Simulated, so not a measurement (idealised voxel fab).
This is a process module. Its name is voxel spacer lines.
Square cells of 5 nm make up the cross-section cut, whose width is 275 nm.
Square cells in a grid make up a cross-section in this document, and the grid is given as bands, listed from the top down, each one or more rows of cells. Read a band's entry like this: the first values are the height of its top and the height of its bottom in nm, and what follows is the sequence of materials from left to right, each with its width in nm. Note that "blank" is empty space, and that a single material marked "full width" reaches across the band from edge to edge. Convention: height 0 is the level below which the wafer, as received, is all one material. The lowest band does not terminate at the bottom but continues downward, represented as "z 0 and below". The expression "30 to 40" gives the width at the extremes of the band, the first number at its top row of cells and the second at its bottom row, with the width changing by equal amounts from each row to the next in between. The designation "everything unchanged", where it is given for a processing step, indicates that no cell of the cross-section was altered in the course of that step. Under "Enclosed empty spaces" you'll find the enclosed gaps, the ones with no way out to the top, that are 8 cells or bigger; each reads width x height at distance, with distance counted from the left edge, everything in nm. If you see something after the settings on a step's line, that's the simulator's own remark about that step. On any step carrying a mask, the "overlay nm" setting, if present on the step's line, tells how far right of its planned place the mask lay; negative values point to the left.

[Process steps foreseen in the plan]
1. RECEIVE [material Si]
2. CONFORMAL_DEP [material SiO2] [thk nm 5]
3. DIRECTIONAL_DEP [material TiN] [thk nm 20]
4. DIRECTIONAL_DEP [material polySi] [thk nm 30]
5. PATTERN [tone cover] [mask id MANDREL] [material resist] [width nm 15] [pitch nm 60] [thk nm 40] [overlay nm 0]
6. DIRECTIONAL_ETCH [etch materials polySi] [depth nm 30]
7. STRIP [etch materials resist]
8. CONFORMAL_DEP [material SiN] [thk nm 15]
9. DIRECTIONAL_ETCH [etch materials SiN] [depth nm 15]
10. STRIP [etch materials polySi]
11. DIRECTIONAL_ETCH [etch materials TiN] [depth nm 20]
12. STRIP [etch materials SiN]

[As received (post step 1): cross-section]
- z 0 and below = Si full width
- Enclosed empty spaces: none

[What the wafer looks like in cross-section after this module, when it starts as shown above and follows the plan above but one mistake is made in running it]
- z 45 to 25 = 55 nm blank  15 nm TiN  15 nm blank  15 nm TiN  15 nm blank  15 nm TiN  15 nm blank  15 nm TiN  15 nm blank  15 nm TiN  15 nm blank  15 nm TiN  55 nm blank
- z 25 to 5 = TiN full width
- z 5 to 0 = SiO2 full width
- z 0 and below = Si full width
- Enclosed empty spaces: none
Against the plan, the run slipped here: twice over, step 3 of the plan was run
